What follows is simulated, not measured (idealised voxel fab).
This is a process module. Its name is voxel ribs on slabs.
Each square cell in cross-section cut measures 5 nm, and the section as a whole is 190 nm wide.
Cross-sections here: square-cell grids, written as top-down lists of bands, a band being one or more rows of cells. Heads up on the band format: heights come first, top then bottom, in nm. After that it's the materials left to right, each with its width in nm. A single material flagged "everywhere" fills the whole band edge to edge, and "empty" means there's empty space there. We count height from 0. Below that, the starting wafer is all one material. The lowest band never ends at the bottom but goes on down; see "from 0 down" for how that is written. It should be noted that a width expressed as "30->40" varies in equal increments from row to row of cells within the band, taking the value of the first number at the top row and that of the second number at the bottom row. Where a step carries "no change", the cross-section came out of it unchanged, cell for cell. "Completely sealed voids" contains a list of empty spaces, each no smaller than 8 cells and without an open way to the top, written in the form width x height at distance with the distance from the left edge and all three in nm. Text after the settings on a step's line: the simulator's own remark on that step. The setting "overlay nm" may be written on the line of a step. When the step uses a mask, the value reports how far to the right of the planned place the mask lay, and a negative value reports that it lay to the left.

[plan]
| 1 | RECEIVE, material Si |
| 2 | DIRECTIONAL_DEP, material SiO2, thk nm 20 |
| 3 | DIRECTIONAL_DEP, material SiN, thk nm 20 |
| 4 | DIRECTIONAL_DEP, material aC, thk nm 10 |
| 5 | PATTERN, tone cover, mask id RIB, material resist, width nm 30, thk nm 30, overlay nm 0 |
| 6 | DIRECTIONAL_ETCH, etch materials aC, depth nm 10 |
| 7 | STRIP, etch materials resist |
| 8 | DIRECTIONAL_ETCH, etch materials SiN, depth nm 10 |
| 9 | STRIP, etch materials aC |
| 10 | MASKED_ETCH, tone cover, mask id SLAB, width nm 70, etch materials SiN, depth nm 10, overlay nm 0 |
| 11 | FILL_DEP, material SiO2, thk nm 20 |
| 12 | CMP, height nm 55 |
| 13 | DIRECTIONAL_DEP, material TiN, thk nm 10 |
| 14 | PATTERN, tone cover, mask id HEATER, material resist, width nm 40, thk nm 20, overlay nm 0 |
| 15 | DIRECTIONAL_ETCH, etch materials TiN, depth nm 10 |
| 16 | STRIP, etch materials resist |
| 17 | CONFORMAL_DEP, material SiN, thk nm 5 |

[Wafer as received: cross-section following step 1]
* from 0 down: Si everywhere
* Completely sealed voids: none

[Wafer cross-section at module end: first of two, run to plan]
* from 70 to 65: 70 nm empty; 50 nm SiN; 70 nm empty
* from 65 to 60: 70 nm empty; 5 nm SiN; 40 nm TiN; 5 nm SiN; 70 nm empty
* from 60 to 55: 75 nm SiN; 40 nm TiN; 75 nm SiN
* from 55 to 40: SiO2 everywhere
* from 40 to 30: 80 nm SiO2; 30 nm SiN; 80 nm SiO2
* from 30 to 20: 60 nm SiO2; 70 nm SiN; 60 nm SiO2
* from 20 to 0: SiO2 everywhere
* from 0 down: Si everywhere
* Completely sealed voids: none

[End of module, second wafer, cross-section. Started like the first, planned like the first, run with one mistake]
* from 70 to 65: 70 nm empty; 50 nm SiN; 70 nm empty
* from 65 to 60: 70 nm empty; 5 nm SiN; 40 nm TiN; 5 nm SiN; 70 nm empty
* from 60 to 55: 75 nm SiN; 40 nm TiN; 75 nm SiN
* from 55 to 20: SiO2 everywhere
* from 20 to 0: SiN everywhere
* from 0 down: Si everywhere
* Completely sealed voids: none
What went wrong in running the wafer? steps 2 and 3 traded places in the executed sequence
at the end the second wafer has, in cells: SiN +112; SiO2 -112
